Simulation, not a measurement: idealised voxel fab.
Process module, titled voxel tone inversion
200 nm wide, 5 nm square cells: that's cross-section cut.
Heads up, the way a cross-section reads in here is a grid of square cells, handed over as bands from the top down, with every band being one or more rows of cells. Look at the band entry: it leads with the top's height and the bottom's height in nm. Then it lists the materials left to right, with a width in nm for each. The word "full width" on a single material says that material fills the band edge to edge. The word "blank" is empty space. We count height from 0. Below that, the starting wafer is all one material. The lowest band never ends at the bottom but goes on down; see "0..down" for how that is written. The width entry "30->40" should be interpreted row by row: the top row of cells in the band takes the first number, the bottom row takes the second number, and the change between adjacent rows is uniform throughout. For the purposes of this document, the phrase "changes: none" attached to a step denotes that no cell within the cross-section was modified by that step. The entry "Sealed voids" lists the empty spaces that cover at least 8 cells and have no open path to the top. Each is written as width x height at distance, where the distance is measured from the left edge and all three values are in nm. On a step's line, text after the settings is the simulator commenting on that step. overlay nm: mask right of planned place by this much (step with mask). Neg. = left.
The planned process steps are enumerated hereunder:
step 1: RECEIVE [material Si]
step 2: CONFORMAL_DEP [material SiN] [thk nm 5]
step 3: DIRECTIONAL_DEP [material aC] [thk nm 20]
step 4: PATTERN [tone cover] [mask id POSTS] [material resist] [width nm 25] [pitch nm 40] [thk nm 30] [overlay nm 0]
step 5: DIRECTIONAL_ETCH [etch materials aC] [depth nm 20]
step 6: STRIP [etch materials resist]
step 7: FILL_DEP [material lowk] [thk nm 10]
step 8: CMP [height nm 25]
step 9: STRIP [etch materials aC]
step 10: CONFORMAL_DEP [material TiN] [thk nm 5]
step 11: FILL_DEP [material Cu] [thk nm 10]
step 12: CMP [height nm 25]
step 13: CONFORMAL_DEP [material SiN] [thk nm 5]
Cross-sectional view of the wafer in its as-received condition, corresponding to the state after step 1:
* 0..down | Si full width
* Sealed voids: none
End-of-module XS, first of two wafers, run as planned:
* 30..25 | SiN full width
* 25..10 | lowk 45 nm, TiN 5 nm, Cu 15 nm, TiN 5 nm, lowk 15 nm, TiN 5 nm, Cu 15 nm, TiN 5 nm, lowk 15 nm, TiN 5 nm, Cu 15 nm, TiN 5 nm, lowk 50 nm
* 10..5 | lowk 45 nm, TiN 25 nm, lowk 15 nm, TiN 25 nm, lowk 15 nm, TiN 25 nm, lowk 50 nm
* 5..0 | SiN full width
* 0..down | Si full width
* Sealed voids: none
Cross-section of the latter of the two wafers at module completion. It had an identical start and an identical plan to the former; in running it, one mistake was made:
* 30..25 | SiN full width
* 25..20 | lowk full width
* 20..5 | lowk 45 nm, aC 25 nm, lowk 15 nm, aC 25 nm, lowk 15 nm, aC 25 nm, lowk 50 nm
* 5..0 | SiN full width
* 0..down | Si full width
* Sealed voids: none
Here's what went sideways: note that step 3 departed from the planned setting and was carried out as DIRECTIONAL_DEP [material aC] [thk nm 15]
It is noted that, at the conclusion of processing, the second wafer exhibits a higher or lower cell count for certain materials relative to the first: Cu: 27 fewer | TiN: 33 fewer | aC: 45 more | lowk: 15 more
